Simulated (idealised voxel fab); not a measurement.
You're looking at the process module voxel wiring stack.
Cross-section cut spans 215 nm and uses square cells 5 nm in size.
When this document writes out a cross-section, it uses a grid of square cells and lists it as bands, beginning at the top and moving down, with a band standing for one or more rows of cells. Each band's line starts with the height of the band's top and of its bottom, in nm. Then come its materials from left to right, each with its width in nm. One material with "all across" fills the band from edge to edge. "blank" is empty space. Heads up on the height convention: 0 is the point under which the incoming wafer is all one material, and the lowest band has no bottom, it just keeps going down, like "z 0 and below". So if you see something like "30->40" for the width, read it as the top row of the band sitting at the first number and the bottom row at the second, with every row in between moving by the same amount as the last. When a step is marked "left unchanged", none of the cells in the cross-section changed during that step. Each empty space that has no open way to the top and spans at least 8 cells appears under "Sealed cavities" as width x height at distance, the distance counted from the left edge, all in nm. The remark found on a step's line after its settings is issued by the simulator itself and pertains to that step. Regarding "overlay nm": on a step with a mask, it is the distance the mask lay to the right of its planned place; a negative value places it to the left.
# Here's what the planned process steps look like
| 1 | op RECEIVE | material Si |
| 2 | op CONFORMAL_DEP | material SiO2 | thk nm 15 |
| 3 | op DIRECTIONAL_DEP | material TiN | thk nm 5 |
| 4 | op DIRECTIONAL_DEP | material W | thk nm 25 |
| 5 | op PATTERN | tone cover | mask id METAL_1 | material resist | width nm 25 | pitch nm 40 | thk nm 15 | overlay nm 0 |
| 6 | op DIRECTIONAL_ETCH | etch materials W | depth nm 25 |
| 7 | op DIRECTIONAL_ETCH | etch materials TiN | depth nm 5 |
| 8 | op STRIP | etch materials resist |
| 9 | op FILL_DEP | material lowk | thk nm 10 |
| 10 | op CMP | height nm 45 |
| 11 | op CONFORMAL_DEP | material SiCN | thk nm 5 |
| 12 | op DIRECTIONAL_DEP | material SiO2 | thk nm 30 |
| 13 | op DIRECTIONAL_DEP | material aC | thk nm 10 |
| 14 | op PATTERN | tone open | mask id METAL_2 | material resist | width nm 15 | pitch nm 40 | thk nm 25 | overlay nm 0 |
| 15 | op DIRECTIONAL_ETCH | etch materials aC | depth nm 10 |
| 16 | op STRIP | etch materials resist |
| 17 | op DIRECTIONAL_ETCH | etch materials SiO2 | depth nm 15 |
| 18 | op STRIP | etch materials aC |
| 19 | op MASKED_ETCH | tone open | mask id METAL_2_HOLES | width nm 15 | pitch nm 40 | etch materials SiO2 | depth nm 15 | overlay nm 0 |
| 20 | op MASKED_ETCH | tone open | mask id METAL_2_HOLES | width nm 15 | pitch nm 40 | etch materials SiCN | depth nm 5 | overlay nm 0 |
| 21 | op CONFORMAL_DEP | material TiN | thk nm 5 |
| 22 | op FILL_DEP | material Cu | thk nm 10 |
| 23 | op CMP | height nm 80 |
| 24 | op CONFORMAL_DEP | material SiN | thk nm 5 |
The wafers are alike at the start. At step 14, their width nm differs. The plan lists the first wafer's value.
# Cut through the first of several wafers as received, post step 1
> z 0 and below  Si all across
> Sealed cavities: none
# Below: a row per wafer. Contents at end of module: for every material, cells gained since receipt (+) or lost since receipt (-); then closed voids
width nm 15 | +16 Cu | +35 SiCN | +43 SiN | +315 SiO2 | +84 TiN | +100 W | +138 lowk | Sealed cavities: none
width nm 20 | +24 Cu | +35 SiCN | +43 SiN | +303 SiO2 | +88 TiN | +100 W | +138 lowk | Sealed cavities: none
width nm 25 | +40 Cu | +31 SiCN | +43 SiN | +291 SiO2 | +88 TiN | +100 W | +138 lowk | Sealed cavities: none
